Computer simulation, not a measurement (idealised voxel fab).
A process module follows: voxel trench capacitor.
Section cut is 260 nm wide and gridded with 5 nm square cells.
Notation: cross-section as square-cell grid; stated in bands, top first, going down; one or more cell rows per band. Each band's line starts with the height of the band's top and of its bottom, in nm. Then come its materials from left to right, each with its width in nm. One material with "edge to edge" fills the band from edge to edge. "empty" is empty space. Height is counted from the level 0, under which the received wafer is composed throughout of one material. The lowest of the bands is not closed at the bottom but continues downward, in the notation "0..down". The width entry "30..40" should be interpreted row by row: the top row of cells in the band takes the first number, the bottom row takes the second number, and the change between adjacent rows is uniform throughout. Step marked "no modifications"? Then no cell in the cross-section changed in it. "Fully enclosed voids" specifies each empty space that is not open to the top and that occupies no fewer than 8 cells, using the form width x height at distance, the distance measured from the left edge and all three quantities in nm. Step line, after settings: the simulator's comment on this step. The line of a step may include "overlay nm". On a step with a mask, this value is how far to the right of its planned place the mask lay. A negative value means the mask lay to the left.
STEPS PLANNED FOR THE PROCESS
1: RECEIVE | material Si
2: CONFORMAL_DEP | material SiN | thk nm 5
3: DIRECTIONAL_DEP | material aC | thk nm 15
4: PATTERN | tone open | mask id TRENCH | material resist | width nm 15 | pitch nm 40 | thk nm 35 | overlay nm 0
5: DIRECTIONAL_ETCH | etch materials aC | depth nm 15
6: STRIP | etch materials resist
7: DIRECTIONAL_ETCH | etch materials SiN | depth nm 5
8: DIRECTIONAL_ETCH | etch materials Si | depth nm 40
9: STRIP | etch materials aC
10: CONFORMAL_DEP | material Al2O3 | thk nm 5
11: FILL_DEP | material polySi | thk nm 5
12: CMP | height nm 5
CROSS-SECTION OF THE WAFER AT RECEIPT, WHICH IS THE CONDITION AFTER STEP 1
  0..down  Si edge to edge
  Fully enclosed voids: none
CROSS-SECTION: FIRST OF TWO WAFERS, MODULE FINISHED, RUN ACCORDING TO PLAN
  5..0  80 nm SiN, 5 nm Al2O3, 5 nm polySi, 5 nm Al2O3, 25 nm SiN, 5 nm Al2O3, 5 nm polySi, 5 nm Al2O3, 25 nm SiN, 5 nm Al2O3, 5 nm polySi, 5 nm Al2O3, 85 nm SiN
  0..-35  80 nm Si, 5 nm Al2O3, 5 nm polySi, 5 nm Al2O3, 25 nm Si, 5 nm Al2O3, 5 nm polySi, 5 nm Al2O3, 25 nm Si, 5 nm Al2O3, 5 nm polySi, 5 nm Al2O3, 85 nm Si
  -35..-40  80 nm Si, 15 nm Al2O3, 25 nm Si, 15 nm Al2O3, 25 nm Si, 15 nm Al2O3, 85 nm Si
  -40..down  Si edge to edge
  Fully enclosed voids: none
CROSS-SECTIONAL VIEW: SECOND OF TWO WAFERS, END OF MODULE; START AND PLAN IDENTICAL TO THE FIRST, ONE MISTAKE IN RUNNING
  5..0  85 nm SiN, 5 nm Al2O3, 5 nm polySi, 5 nm Al2O3, 25 nm SiN, 5 nm Al2O3, 5 nm polySi, 5 nm Al2O3, 25 nm SiN, 5 nm Al2O3, 5 nm polySi, 5 nm Al2O3, 80 nm SiN
  0..-35  85 nm Si, 5 nm Al2O3, 5 nm polySi, 5 nm Al2O3, 25 nm Si, 5 nm Al2O3, 5 nm polySi, 5 nm Al2O3, 25 nm Si, 5 nm Al2O3, 5 nm polySi, 5 nm Al2O3, 80 nm Si
  -35..-40  85 nm Si, 15 nm Al2O3, 25 nm Si, 15 nm Al2O3, 25 nm Si, 15 nm Al2O3, 80 nm Si
  -40..down  Si edge to edge
  Fully enclosed voids: none
The mistake made against the process plan was this: contrary to plan, step 4 was performed as PATTERN | tone open | mask id TRENCH | material resist | width nm 15 | pitch nm 40 | thk nm 35 | overlay nm 5
Comparing end states, the material composition by cell count is preserved from the first wafer to the second, while the locations of the cells are not.
